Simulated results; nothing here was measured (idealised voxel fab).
This is a process module. Its name is voxel spacer lines.
Section shown: cut. Width: 205 nm. Cell size: 5 nm, square.
A cross-section in this document is a grid of square cells, and it is written down as bands, the top band listed before the ones below it; a band is made up of one or more rows of cells. First you get the band's top height and its bottom height, in nm, and then the materials it's made of, left to right, with each width in nm. If you see a single material with "full width", that one covers the band edge to edge. "air" is empty space. For the purposes of this specification, 0 denotes the height below which the wafer in its as-received condition is composed wholly of one material, and the lowermost band, lacking a lower limit, extends downward without end, as expressed in "from 0 down". It should be noted that a width expressed as "30 to 40" varies in equal increments from row to row of cells within the band, taking the value of the first number at the top row and that of the second number at the bottom row. Given "all unchanged" for a step, no cell of the cross-section differs between before and after that step. The list in "Closed void inventory" covers empty spaces of 8 cells or more that cannot reach the top through any open way, and it gives each as width x height at distance; the distance is from the left edge, and width, height and distance are in nm. after a step's settings: what the simulator itself notes on the step. A step line may carry the setting "overlay nm", which, for steps involving a mask, states the distance by which the mask lay to the right of its intended position; negative values denote displacement to the left. Below you will find pairs of cross-sections. In each, one shows the wafer before one process step and the other after it, with the after view ending at the lowest band that changed. Under each pair is the step separating them, along with its settings. Do not assume the pairs form a chain: they can come from different runs of this module on the same starting wafer, and a pair continues from the pair above it only when its "State before step" entry says so.

State before step:
from 0 down = Si full width
Closed void inventory: none

Result of Step:
from 10 to 0 = Al2O3 full width
Everything under 0 stays put, no change at all.
Closed void inventory: none
The structure goes from the before cross-section above to the after cross-section through CONFORMAL_DEP (material Al2O3; thk nm 10)

State before step: we pick up right where the pair above leaves off, with its after cross-section.

Result of Step:
from 25 to 10 = W full width
Everything under 10 stays put, no change at all.
Closed void inventory: none
The structure goes from the before cross-section above to the after cross-section through DIRECTIONAL_DEP (material W; thk nm 15)

State before step: we pick up right where the pair above leaves off, with its after cross-section.

Result of Step:
from 45 to 25 = aC full width
Everything under 25 stays put, no change at all.
Closed void inventory: none
The structure goes from the before cross-section above to the after cross-section through DIRECTIONAL_DEP (material aC; thk nm 20)

State before step: we pick up right where the pair above leaves off, with its after cross-section.

Result of Step:
from 70 to 45 = air 70 nm, then resist 15 nm, then air 35 nm, then resist 15 nm, then air 70 nm
Everything under 45 stays put, no change at all.
Closed void inventory: none
The structure goes from the before cross-section above to the after cross-section through PATTERN (tone cover; mask id MANDREL; material resist; width nm 15; pitch nm 50; thk nm 25; overlay nm 0)

State before step: we pick up right where the pair above leaves off, with its after cross-section.

Result of Step:
from 50 to 45 = air 70 nm, then resist 15 nm, then air 35 nm, then resist 15 nm, then air 70 nm
from 45 to 25 = air 70 nm, then aC 15 nm, then air 35 nm, then aC 15 nm, then air 70 nm
Everything under 25 stays put, no change at all.
Closed void inventory: none
The structure goes from the before cross-section above to the after cross-section through DIRECTIONAL_ETCH (etch materials aC; depth nm 20)

State before step: we pick up right where the pair above leaves off, with its after cross-section.

Result of Step:
from 45 to 25 = air 70 nm, then aC 15 nm, then air 35 nm, then aC 15 nm, then air 70 nm
Everything under 25 stays put, no change at all.
Closed void inventory: none
The structure goes from the before cross-section above to the after cross-section through STRIP (etch materials resist)

State before step: we pick up right where the pair above leaves off, with its after cross-section.

Result of Step:
from 55 to 45 = air 60 nm, then SiO2 35 nm, then air 15 nm, then SiO2 35 nm, then air 60 nm
from 45 to 35 = air 60 nm, then SiO2 10 nm, then aC 15 nm, then SiO2 10 nm, then air 15 nm, then SiO2 10 nm, then aC 15 nm, then SiO2 10 nm, then air 60 nm
from 35 to 25 = SiO2 70 nm, then aC 15 nm, then SiO2 35 nm, then aC 15 nm, then SiO2 70 nm
Everything under 25 stays put, no change at all.
Closed void inventory: none
The structure goes from the before cross-section above to the after cross-section through CONFORMAL_DEP (material SiO2; thk nm 10)

State before step: we pick up right where the pair above leaves off, with its after cross-section.

Result of Step:
from 45 to 25 = air 60 nm, then SiO2 10 nm, then aC 15 nm, then SiO2 10 nm, then air 15 nm, then SiO2 10 nm, then aC 15 nm, then SiO2 10 nm, then air 60 nm
Everything under 25 stays put, no change at all.
Closed void inventory: none
The structure goes from the before cross-section above to the after cross-section through DIRECTIONAL_ETCH (etch materials SiO2; depth nm 10)

State before step: we pick up right where the pair above leaves off, with its after cross-section.

Result of Step:
from 45 to 25 = air 60 nm, then SiO2 10 nm, then air 15 nm, then SiO2 10 nm, then air 15 nm, then SiO2 10 nm, then air 15 nm, then SiO2 10 nm, then air 60 nm
Everything under 25 stays put, no change at all.
Closed void inventory: none
The structure goes from the before cross-section above to the after cross-section through STRIP (etch materials aC)

State before step: we pick up right where the pair above leaves off, with its after cross-section.

Result of Step:
from 45 to 25 = air 60 nm, then SiO2 10 nm, then air 15 nm, then SiO2 10 nm, then air 15 nm, then SiO2 10 nm, then air 15 nm, then SiO2 10 nm, then air 60 nm
from 25 to 10 = air 60 nm, then W 10 nm, then air 15 nm, then W 10 nm, then air 15 nm, then W 10 nm, then air 15 nm, then W 10 nm, then air 60 nm
Everything under 10 stays put, no change at all.
Closed void inventory: none
The structure goes from the before cross-section above to the after cross-section through DIRECTIONAL_ETCH (etch materials W; depth nm 15)

State before step: we pick up right where the pair above leaves off, with its after cross-section.

Result of Step:
from 25 to 10 = air 60 nm, then W 10 nm, then air 15 nm, then W 10 nm, then air 15 nm, then W 10 nm, then air 15 nm, then W 10 nm, then air 60 nm
Everything under 10 stays put, no change at all.
Closed void inventory: none
The structure goes from the before cross-section above to the after cross-section through STRIP (etch materials SiO2)

State before step: we pick up right where the pair above leaves off, with its after cross-section.

Result of Step:
from 35 to 25 = SiO2 full width
from 25 to 10 = SiO2 60 nm, then W 10 nm, then SiO2 15 nm, then W 10 nm, then SiO2 15 nm, then W 10 nm, then SiO2 15 nm, then W 10 nm, then SiO2 60 nm
Everything under 10 stays put, no change at all.
Closed void inventory: none
The structure goes from the before cross-section above to the after cross-section through FILL_DEP (material SiO2; thk nm 10)

State before step: we pick up right where the pair above leaves off, with its after cross-section.

Result of Step:
from 25 to 10 = SiO2 60 nm, then W 10 nm, then SiO2 15 nm, then W 10 nm, then SiO2 15 nm, then W 10 nm, then SiO2 15 nm, then W 10 nm, then SiO2 60 nm
Everything under 10 stays put, no change at all.
Closed void inventory: none
The structure goes from the before cross-section above to the after cross-section through CMP (height nm 25)

State before step:
from 0 down = Si full width
Closed void inventory: none

Result of Step:
from 15 to 0 = W full width
Everything under 0 stays put, no change at all.
Closed void inventory: none
The structure goes from the before cross-section above to the after cross-section through DIRECTIONAL_DEP (material W; thk nm 15)

State before step: we pick up right where the pair above leaves off, with its after cross-section.

Result of Step:
from 35 to 15 = aC full width
Everything under 15 stays put, no change at all.
Closed void inventory: none
The structure goes from the before cross-section above to the after cross-section through DIRECTIONAL_DEP (material aC; thk nm 20)

State before step: we pick up right where the pair above leaves off, with its after cross-section.

Result of Step:
from 60 to 35 = air 70 nm, then resist 15 nm, then air 35 nm, then resist 15 nm, then air 70 nm
Everything under 35 stays put, no change at all.
Closed void inventory: none
The structure goes from the before cross-section above to the after cross-section through PATTERN (tone cover; mask id MANDREL; material resist; width nm 15; pitch nm 50; thk nm 25; overlay nm 0)

State before step: we pick up right where the pair above leaves off, with its after cross-section.

Result of Step:
from 40 to 35 = air 70 nm, then resist 15 nm, then air 35 nm, then resist 15 nm, then air 70 nm
from 35 to 15 = air 70 nm, then aC 15 nm, then air 35 nm, then aC 15 nm, then air 70 nm
Everything under 15 stays put, no change at all.
Closed void inventory: none
The structure goes from the before cross-section above to the after cross-section through DIRECTIONAL_ETCH (etch materials aC; depth nm 20)

State before step: we pick up right where the pair above leaves off, with its after cross-section.

Result of Step:
from 35 to 15 = air 70 nm, then aC 15 nm, then air 35 nm, then aC 15 nm, then air 70 nm
Everything under 15 stays put, no change at all.
Closed void inventory: none
The structure goes from the before cross-section above to the after cross-section through STRIP (etch materials resist)

State before step: we pick up right where the pair above leaves off, with its after cross-section.

Result of Step:
from 45 to 35 = air 60 nm, then SiO2 35 nm, then air 15 nm, then SiO2 35 nm, then air 60 nm
from 35 to 25 = air 60 nm, then SiO2 10 nm, then aC 15 nm, then SiO2 10 nm, then air 15 nm, then SiO2 10 nm, then aC 15 nm, then SiO2 10 nm, then air 60 nm
from 25 to 15 = SiO2 70 nm, then aC 15 nm, then SiO2 35 nm, then aC 15 nm, then SiO2 70 nm
Everything under 15 stays put, no change at all.
Closed void inventory: none
The structure goes from the before cross-section above to the after cross-section through CONFORMAL_DEP (material SiO2; thk nm 10)

State before step: we pick up right where the pair above leaves off, with its after cross-section.

Result of Step:
from 35 to 15 = air 60 nm, then SiO2 10 nm, then aC 15 nm, then SiO2 10 nm, then air 15 nm, then SiO2 10 nm, then aC 15 nm, then SiO2 10 nm, then air 60 nm
Everything under 15 stays put, no change at all.
Closed void inventory: none
The structure goes from the before cross-section above to the after cross-section through DIRECTIONAL_ETCH (etch materials SiO2; depth nm 10)

State before step: we pick up right where the pair above leaves off, with its after cross-section.

Result of Step:
from 35 to 15 = air 60 nm, then SiO2 10 nm, then air 15 nm, then SiO2 10 nm, then air 15 nm, then SiO2 10 nm, then air 15 nm, then SiO2 10 nm, then air 60 nm
Everything under 15 stays put, no change at all.
Closed void inventory: none
The structure goes from the before cross-section above to the after cross-section through STRIP (etch materials aC)

State before step: we pick up right where the pair above leaves off, with its after cross-section.

Result of Step:
from 35 to 15 = air 60 nm, then SiO2 10 nm, then air 15 nm, then SiO2 10 nm, then air 15 nm, then SiO2 10 nm, then air 15 nm, then SiO2 10 nm, then air 60 nm
from 15 to 0 = air 60 nm, then W 10 nm, then air 15 nm, then W 10 nm, then air 15 nm, then W 10 nm, then air 15 nm, then W 10 nm, then air 60 nm
Everything under 0 stays put, no change at all.
Closed void inventory: none
The structure goes from the before cross-section above to the after cross-section through DIRECTIONAL_ETCH (etch materials W; depth nm 15)

State before step: we pick up right where the pair above leaves off, with its after cross-section.

Result of Step:
from 15 to 0 = air 60 nm, then W 10 nm, then air 15 nm, then W 10 nm, then air 15 nm, then W 10 nm, then air 15 nm, then W 10 nm, then air 60 nm
Everything under 0 stays put, no change at all.
Closed void inventory: none
The structure goes from the before cross-section above to the after cross-section through STRIP (etch materials SiO2)

State before step: we pick up right where the pair above leaves off, with its after cross-section.

Result of Step:
from 25 to 15 = SiO2 full width
from 15 to 0 = SiO2 60 nm, then W 10 nm, then SiO2 15 nm, then W 10 nm, then SiO2 15 nm, then W 10 nm, then SiO2 15 nm, then W 10 nm, then SiO2 60 nm
Everything under 0 stays put, no change at all.
Closed void inventory: none
The structure goes from the before cross-section above to the after cross-section through FILL_DEP (material SiO2; thk nm 10)

State before step:
from 15 to 0 = W full width
from 0 down = Si full width
Closed void inventory: none

Result of Step:
from 25 to 15 = Al2O3 full width
Everything under 15 stays put, no change at all.
Closed void inventory: none
The structure goes from the before cross-section above to the after cross-section through CONFORMAL_DEP (material Al2O3; thk nm 10)

State before step: we pick up right where the pair above leaves off, with its after cross-section.

Result of Step:
from 45 to 25 = aC full width
Everything under 25 stays put, no change at all.
Closed void inventory: none
The structure goes from the before cross-section above to the after cross-section through DIRECTIONAL_DEP (material aC; thk nm 20)

State before step: we pick up right where the pair above leaves off, with its after cross-section.

Result of Step:
from 70 to 45 = air 70 nm, then resist 15 nm, then air 35 nm, then resist 15 nm, then air 70 nm
Everything under 45 stays put, no change at all.
Closed void inventory: none
The structure goes from the before cross-section above to the after cross-section through PATTERN (tone cover; mask id MANDREL; material resist; width nm 15; pitch nm 50; thk nm 25; overlay nm 0)

State before step: we pick up right where the pair above leaves off, with its after cross-section.

Result of Step:
from 50 to 45 = air 70 nm, then resist 15 nm, then air 35 nm, then resist 15 nm, then air 70 nm
from 45 to 25 = air 70 nm, then aC 15 nm, then air 35 nm, then aC 15 nm, then air 70 nm
Everything under 25 stays put, no change at all.
Closed void inventory: none
The structure goes from the before cross-section above to the after cross-section through DIRECTIONAL_ETCH (etch materials aC; depth nm 20)

State before step: we pick up right where the pair above leaves off, with its after cross-section.

Result of Step:
from 45 to 25 = air 70 nm, then aC 15 nm, then air 35 nm, then aC 15 nm, then air 70 nm
Everything under 25 stays put, no change at all.
Closed void inventory: none
The structure goes from the before cross-section above to the after cross-section through STRIP (etch materials resist)

State before step: we pick up right where the pair above leaves off, with its after cross-section.

Result of Step:
from 55 to 45 = air 60 nm, then SiO2 35 nm, then air 15 nm, then SiO2 35 nm, then air 60 nm
from 45 to 35 = air 60 nm, then SiO2 10 nm, then aC 15 nm, then SiO2 10 nm, then air 15 nm, then SiO2 10 nm, then aC 15 nm, then SiO2 10 nm, then air 60 nm
from 35 to 25 = SiO2 70 nm, then aC 15 nm, then SiO2 35 nm, then aC 15 nm, then SiO2 70 nm
Everything under 25 stays put, no change at all.
Closed void inventory: none
The structure goes from the before cross-section above to the after cross-section through CONFORMAL_DEP (material SiO2; thk nm 10)

State before step: we pick up right where the pair above leaves off, with its after cross-section.

Result of Step:
from 45 to 25 = air 60 nm, then SiO2 10 nm, then aC 15 nm, then SiO2 10 nm, then air 15 nm, then SiO2 10 nm, then aC 15 nm, then SiO2 10 nm, then air 60 nm
Everything under 25 stays put, no change at all.
Closed void inventory: none
The structure goes from the before cross-section above to the after cross-section through DIRECTIONAL_ETCH (etch materials SiO2; depth nm 10)

State before step: we pick up right where the pair above leaves off, with its after cross-section.

Result of Step:
from 45 to 25 = air 60 nm, then SiO2 10 nm, then air 15 nm, then SiO2 10 nm, then air 15 nm, then SiO2 10 nm, then air 15 nm, then SiO2 10 nm, then air 60 nm
Everything under 25 stays put, no change at all.
Closed void inventory: none
The structure goes from the before cross-section above to the after cross-section through STRIP (etch materials aC)

State before step: we pick up right where the pair above leaves off, with its after cross-section.

Result of Step:
from 25 to 15 = Al2O3 full width
Everything under 15 stays put, no change at all.
Closed void inventory: none
The structure goes from the before cross-section above to the after cross-section through STRIP (etch materials SiO2)

State before step: we pick up right where the pair above leaves off, with its after cross-section.

Result of Step:
from 35 to 25 = SiO2 full width
Everything under 25 stays put, no change at all.
Closed void inventory: none
The structure goes from the before cross-section above to the after cross-section through FILL_DEP (material SiO2; thk nm 10)

State before step: we pick up right where the pair above leaves off, with its after cross-section.

Result of Step:
from 25 to 15 = Al2O3 full width
Everything under 15 stays put, no change at all.
Closed void inventory: none
The structure goes from the before cross-section above to the after cross-section through CMP (height nm 25)

State before step:
from 0 down = Si full width
Closed void inventory: none

Result of Step:
from 15 to 0 = Al2O3 full width
Everything under 0 stays put, no change at all.
Closed void inventory: none
The structure goes from the before cross-section above to the after cross-section through CONFORMAL_DEP (material Al2O3; thk nm 15)

State before step: we pick up right where the pair above leaves off, with its after cross-section.

Result of Step:
from 30 to 15 = W full width
Everything under 15 stays put, no change at all.
Closed void inventory: none
The structure goes from the before cross-section above to the after cross-section through DIRECTIONAL_DEP (material W; thk nm 15)

State before step: we pick up right where the pair above leaves off, with its after cross-section.

Result of Step:
from 50 to 30 = aC full width
Everything under 30 stays put, no change at all.
Closed void inventory: none
The structure goes from the before cross-section above to the after cross-section through DIRECTIONAL_DEP (material aC; thk nm 20)

State before step: we pick up right where the pair above leaves off, with its after cross-section.

Result of Step:
from 75 to 50 = air 70 nm, then resist 15 nm, then air 35 nm, then resist 15 nm, then air 70 nm
Everything under 50 stays put, no change at all.
Closed void inventory: none
The structure goes from the before cross-section above to the after cross-section through PATTERN (tone cover; mask id MANDREL; material resist; width nm 15; pitch nm 50; thk nm 25; overlay nm 0)

State before step: we pick up right where the pair above leaves off, with its after cross-section.

Result of Step:
from 55 to 50 = air 70 nm, then resist 15 nm, then air 35 nm, then resist 15 nm, then air 70 nm
from 50 to 30 = air 70 nm, then aC 15 nm, then air 35 nm, then aC 15 nm, then air 70 nm
Everything under 30 stays put, no change at all.
Closed void inventory: none
The structure goes from the before cross-section above to the after cross-section through DIRECTIONAL_ETCH (etch materials aC; depth nm 20)

State before step: we pick up right where the pair above leaves off, with its after cross-section.

Result of Step:
from 50 to 30 = air 70 nm, then aC 15 nm, then air 35 nm, then aC 15 nm, then air 70 nm
Everything under 30 stays put, no change at all.
Closed void inventory: none
The structure goes from the before cross-section above to the after cross-section through STRIP (etch materials resist)

State before step: we pick up right where the pair above leaves off, with its after cross-section.

Result of Step:
from 60 to 50 = air 60 nm, then SiO2 35 nm, then air 15 nm, then SiO2 35 nm, then air 60 nm
from 50 to 40 = air 60 nm, then SiO2 10 nm, then aC 15 nm, then SiO2 10 nm, then air 15 nm, then SiO2 10 nm, then aC 15 nm, then SiO2 10 nm, then air 60 nm
from 40 to 30 = SiO2 70 nm, then aC 15 nm, then SiO2 35 nm, then aC 15 nm, then SiO2 70 nm
Everything under 30 stays put, no change at all.
Closed void inventory: none
The structure goes from the before cross-section above to the after cross-section through CONFORMAL_DEP (material SiO2; thk nm 10)

State before step: we pick up right where the pair above leaves off, with its after cross-section.

Result of Step:
from 50 to 30 = air 60 nm, then SiO2 10 nm, then aC 15 nm, then SiO2 10 nm, then air 15 nm, then SiO2 10 nm, then aC 15 nm, then SiO2 10 nm, then air 60 nm
Everything under 30 stays put, no change at all.
Closed void inventory: none
The structure goes from the before cross-section above to the after cross-section through DIRECTIONAL_ETCH (etch materials SiO2; depth nm 10)

State before step: we pick up right where the pair above leaves off, with its after cross-section.

Result of Step:
from 50 to 30 = air 60 nm, then SiO2 10 nm, then air 15 nm, then SiO2 10 nm, then air 15 nm, then SiO2 10 nm, then air 15 nm, then SiO2 10 nm, then air 60 nm
Everything under 30 stays put, no change at all.
Closed void inventory: none
The structure goes from the before cross-section above to the after cross-section through STRIP (etch materials aC)

State before step: we pick up right where the pair above leaves off, with its after cross-section.

Result of Step:
from 50 to 30 = air 60 nm, then SiO2 10 nm, then air 15 nm, then SiO2 10 nm, then air 15 nm, then SiO2 10 nm, then air 15 nm, then SiO2 10 nm, then air 60 nm
from 30 to 15 = air 60 nm, then W 10 nm, then air 15 nm, then W 10 nm, then air 15 nm, then W 10 nm, then air 15 nm, then W 10 nm, then air 60 nm
Everything under 15 stays put, no change at all.
Closed void inventory: none
The structure goes from the before cross-section above to the after cross-section through DIRECTIONAL_ETCH (etch materials W; depth nm 15)

State before step: we pick up right where the pair above leaves off, with its after cross-section.

Result of Step:
from 30 to 15 = air 60 nm, then W 10 nm, then air 15 nm, then W 10 nm, then air 15 nm, then W 10 nm, then air 15 nm, then W 10 nm, then air 60 nm
Everything under 15 stays put, no change at all.
Closed void inventory: none
The structure goes from the before cross-section above to the after cross-section through STRIP (etch materials SiO2)

State before step: we pick up right where the pair above leaves off, with its after cross-section.

Result of Step:
from 40 to 30 = SiO2 full width
from 30 to 15 = SiO2 60 nm, then W 10 nm, then SiO2 15 nm, then W 10 nm, then SiO2 15 nm, then W 10 nm, then SiO2 15 nm, then W 10 nm, then SiO2 60 nm
Everything under 15 stays put, no change at all.
Closed void inventory: none
The structure goes from the before cross-section above to the after cross-section through FILL_DEP (material SiO2; thk nm 10)

State before step: we pick up right where the pair above leaves off, with its after cross-section.

Result of Step:
from 25 to 15 = SiO2 60 nm, then W 10 nm, then SiO2 15 nm, then W 10 nm, then SiO2 15 nm, then W 10 nm, then SiO2 15 nm, then W 10 nm, then SiO2 60 nm
Everything under 15 stays put, no change at all.
Closed void inventory: none
The structure goes from the before cross-section above to the after cross-section through CMP (height nm 25)

State before step:
from 45 to 25 = aC full width
from 25 to 10 = W full width
from 10 to 0 = Al2O3 full width
from 0 down = Si full width
Closed void inventory: none

Result of Step:
from 70 to 45 = air 70 nm, then resist 20 nm, then air 30 nm, then resist 20 nm, then air 65 nm
Everything under 45 stays put, no change at all.
Closed void inventory: none
The structure goes from the before cross-section above to the after cross-section through PATTERN (tone cover; mask id MANDREL; material resist; width nm 20; pitch nm 50; thk nm 25; overlay nm 0)

State before step: we pick up right where the pair above leaves off, with its after cross-section.

Result of Step:
from 50 to 45 = air 70 nm, then resist 20 nm, then air 30 nm, then resist 20 nm, then air 65 nm
from 45 to 25 = air 70 nm, then aC 20 nm, then air 30 nm, then aC 20 nm, then air 65 nm
Everything under 25 stays put, no change at all.
Closed void inventory: none
The structure goes from the before cross-section above to the after cross-section through DIRECTIONAL_ETCH (etch materials aC; depth nm 20)

State before step: we pick up right where the pair above leaves off, with its after cross-section.

Result of Step:
from 45 to 25 = air 70 nm, then aC 20 nm, then air 30 nm, then aC 20 nm, then air 65 nm
Everything under 25 stays put, no change at all.
Closed void inventory: none
The structure goes from the before cross-section above to the after cross-section through STRIP (etch materials resist)

State before step: we pick up right where the pair above leaves off, with its after cross-section.

Result of Step:
from 55 to 45 = air 60 nm, then SiO2 40 nm, then air 10 nm, then SiO2 40 nm, then air 55 nm
from 45 to 35 = air 60 nm, then SiO2 10 nm, then aC 20 nm, then SiO2 10 nm, then air 10 nm, then SiO2 10 nm, then aC 20 nm, then SiO2 10 nm, then air 55 nm
from 35 to 25 = SiO2 70 nm, then aC 20 nm, then SiO2 30 nm, then aC 20 nm, then SiO2 65 nm
Everything under 25 stays put, no change at all.
Closed void inventory: none
The structure goes from the before cross-section above to the after cross-section through CONFORMAL_DEP (material SiO2; thk nm 10)

State before step: we pick up right where the pair above leaves off, with its after cross-section.

Result of Step:
from 45 to 25 = air 60 nm, then SiO2 10 nm, then aC 20 nm, then SiO2 10 nm, then air 10 nm, then SiO2 10 nm, then aC 20 nm, then SiO2 10 nm, then air 55 nm
Everything under 25 stays put, no change at all.
Closed void inventory: none
The structure goes from the before cross-section above to the after cross-section through DIRECTIONAL_ETCH (etch materials SiO2; depth nm 10)

State before step: we pick up right where the pair above leaves off, with its after cross-section.

Result of Step:
from 45 to 25 = air 60 nm, then SiO2 10 nm, then air 20 nm, then SiO2 10 nm, then air 10 nm, then SiO2 10 nm, then air 20 nm, then SiO2 10 nm, then air 55 nm
Everything under 25 stays put, no change at all.
Closed void inventory: none
The structure goes from the before cross-section above to the after cross-section through STRIP (etch materials aC)

State before step: we pick up right where the pair above leaves off, with its after cross-section.

Result of Step:
from 45 to 25 = air 60 nm, then SiO2 10 nm, then air 20 nm, then SiO2 10 nm, then air 10 nm, then SiO2 10 nm, then air 20 nm, then SiO2 10 nm, then air 55 nm
from 25 to 10 = air 60 nm, then W 10 nm, then air 20 nm, then W 10 nm, then air 10 nm, then W 10 nm, then air 20 nm, then W 10 nm, then air 55 nm
Everything under 10 stays put, no change at all.
Closed void inventory: none
The structure goes from the before cross-section above to the after cross-section through DIRECTIONAL_ETCH (etch materials W; depth nm 15)

State before step: we pick up right where the pair above leaves off, with its after cross-section.

Result of Step:
from 25 to 10 = air 60 nm, then W 10 nm, then air 20 nm, then W 10 nm, then air 10 nm, then W 10 nm, then air 20 nm, then W 10 nm, then air 55 nm
Everything under 10 stays put, no change at all.
Closed void inventory: none
The structure goes from the before cross-section above to the after cross-section through STRIP (etch materials SiO2)

State before step: we pick up right where the pair above leaves off, with its after cross-section.

Result of Step:
from 35 to 25 = SiO2 full width
from 25 to 10 = SiO2 60 nm, then W 10 nm, then SiO2 20 nm, then W 10 nm, then SiO2 10 nm, then W 10 nm, then SiO2 20 nm, then W 10 nm, then SiO2 55 nm
Everything under 10 stays put, no change at all.
Closed void inventory: none
The structure goes from the before cross-section above to the after cross-section through FILL_DEP (material SiO2; thk nm 10)

State before step: we pick up right where the pair above leaves off, with its after cross-section.

Result of Step:
from 25 to 10 = SiO2 60 nm, then W 10 nm, then SiO2 20 nm, then W 10 nm, then SiO2 10 nm, then W 10 nm, then SiO2 20 nm, then W 10 nm, then SiO2 55 nm
Everything under 10 stays put, no change at all.
Closed void inventory: none
The structure goes from the before cross-section above to the after cross-section through CMP (height nm 25)

State before step:
from 45 to 25 = aC full width
from 25 to 10 = W full width
from 10 to 0 = Al2O3 full width
from 0 down = Si full width
Closed void inventory: none

Result of Step:
from 70 to 45 = air 75 nm, then resist 15 nm, then air 35 nm, then resist 15 nm, then air 65 nm
Everything under 45 stays put, no change at all.
Closed void inventory: none
The structure goes from the before cross-section above to the after cross-section through PATTERN (tone cover; mask id MANDREL; material resist; width nm 15; pitch nm 50; thk nm 25; overlay nm 5)

State before step: we pick up right where the pair above leaves off, with its after cross-section.

Result of Step:
from 50 to 45 = air 75 nm, then resist 15 nm, then air 35 nm, then resist 15 nm, then air 65 nm
from 45 to 25 = air 75 nm, then aC 15 nm, then air 35 nm, then aC 15 nm, then air 65 nm
Everything under 25 stays put, no change at all.
Closed void inventory: none
The structure goes from the before cross-section above to the after cross-section through DIRECTIONAL_ETCH (etch materials aC; depth nm 20)

State before step: we pick up right where the pair above leaves off, with its after cross-section.

Result of Step:
from 45 to 25 = air 75 nm, then aC 15 nm, then air 35 nm, then aC 15 nm, then air 65 nm
Everything under 25 stays put, no change at all.
Closed void inventory: none
The structure goes from the before cross-section above to the after cross-section through STRIP (etch materials resist)

State before step: we pick up right where the pair above leaves off, with its after cross-section.

Result of Step:
from 55 to 45 = air 65 nm, then SiO2 35 nm, then air 15 nm, then SiO2 35 nm, then air 55 nm
from 45 to 35 = air 65 nm, then SiO2 10 nm, then aC 15 nm, then SiO2 10 nm, then air 15 nm, then SiO2 10 nm, then aC 15 nm, then SiO2 10 nm, then air 55 nm
from 35 to 25 = SiO2 75 nm, then aC 15 nm, then SiO2 35 nm, then aC 15 nm, then SiO2 65 nm
Everything under 25 stays put, no change at all.
Closed void inventory: none
The structure goes from the before cross-section above to the after cross-section through CONFORMAL_DEP (material SiO2; thk nm 10)

State before step: we pick up right where the pair above leaves off, with its after cross-section.

Result of Step:
from 45 to 25 = air 65 nm, then SiO2 10 nm, then aC 15 nm, then SiO2 10 nm, then air 15 nm, then SiO2 10 nm, then aC 15 nm, then SiO2 10 nm, then air 55 nm
Everything under 25 stays put, no change at all.
Closed void inventory: none
The structure goes from the before cross-section above to the after cross-section through DIRECTIONAL_ETCH (etch materials SiO2; depth nm 10)

State before step: we pick up right where the pair above leaves off, with its after cross-section.

Result of Step:
from 45 to 25 = air 65 nm, then SiO2 10 nm, then air 15 nm, then SiO2 10 nm, then air 15 nm, then SiO2 10 nm, then air 15 nm, then SiO2 10 nm, then air 55 nm
Everything under 25 stays put, no change at all.
Closed void inventory: none
The structure goes from the before cross-section above to the after cross-section through STRIP (etch materials aC)

State before step: we pick up right where the pair above leaves off, with its after cross-section.

Result of Step:
from 45 to 25 = air 65 nm, then SiO2 10 nm, then air 15 nm, then SiO2 10 nm, then air 15 nm, then SiO2 10 nm, then air 15 nm, then SiO2 10 nm, then air 55 nm
from 25 to 10 = air 65 nm, then W 10 nm, then air 15 nm, then W 10 nm, then air 15 nm, then W 10 nm, then air 15 nm, then W 10 nm, then air 55 nm
Everything under 10 stays put, no change at all.
Closed void inventory: none
The structure goes from the before cross-section above to the after cross-section through DIRECTIONAL_ETCH (etch materials W; depth nm 15)

State before step: we pick up right where the pair above leaves off, with its after cross-section.

Result of Step:
from 25 to 10 = air 65 nm, then W 10 nm, then air 15 nm, then W 10 nm, then air 15 nm, then W 10 nm, then air 15 nm, then W 10 nm, then air 55 nm
Everything under 10 stays put, no change at all.
Closed void inventory: none
The structure goes from the before cross-section above to the after cross-section through STRIP (etch materials SiO2)

State before step: we pick up right where the pair above leaves off, with its after cross-section.

Result of Step:
from 35 to 25 = SiO2 full width
from 25 to 10 = SiO2 65 nm, then W 10 nm, then SiO2 15 nm, then W 10 nm, then SiO2 15 nm, then W 10 nm, then SiO2 15 nm, then W 10 nm, then SiO2 55 nm
Everything under 10 stays put, no change at all.
Closed void inventory: none
The structure goes from the before cross-section above to the after cross-section through FILL_DEP (material SiO2; thk nm 10)

State before step: we pick up right where the pair above leaves off, with its after cross-section.

Result of Step:
from 25 to 10 = SiO2 65 nm, then W 10 nm, then SiO2 15 nm, then W 10 nm, then SiO2 15 nm, then W 10 nm, then SiO2 15 nm, then W 10 nm, then SiO2 55 nm
Everything under 10 stays put, no change at all.
Closed void inventory: none
The structure goes from the before cross-section above to the after cross-section through CMP (height nm 25)

State before step:
from 25 to 10 = air 60 nm, then W 10 nm, then air 15 nm, then W 10 nm, then air 15 nm, then W 10 nm, then air 15 nm, then W 10 nm, then air 60 nm
from 10 to 0 = Al2O3 full width
from 0 down = Si full width
Closed void inventory: none

Result of Step:
from 35 to 25 = Al2O3 full width
from 25 to 10 = Al2O3 60 nm, then W 10 nm, then Al2O3 15 nm, then W 10 nm, then Al2O3 15 nm, then W 10 nm, then Al2O3 15 nm, then W 10 nm, then Al2O3 60 nm
Everything under 10 stays put, no change at all.
Closed void inventory: none
The structure goes from the before cross-section above to the after cross-section through FILL_DEP (material Al2O3; thk nm 10)

State before step: we pick up right where the pair above leaves off, with its after cross-section.

Result of Step:
from 25 to 10 = Al2O3 60 nm, then W 10 nm, then Al2O3 15 nm, then W 10 nm, then Al2O3 15 nm, then W 10 nm, then Al2O3 15 nm, then W 10 nm, then Al2O3 60 nm
Everything under 10 stays put, no change at all.
Closed void inventory: none
The structure goes from the before cross-section above to the after cross-section through CMP (height nm 25)
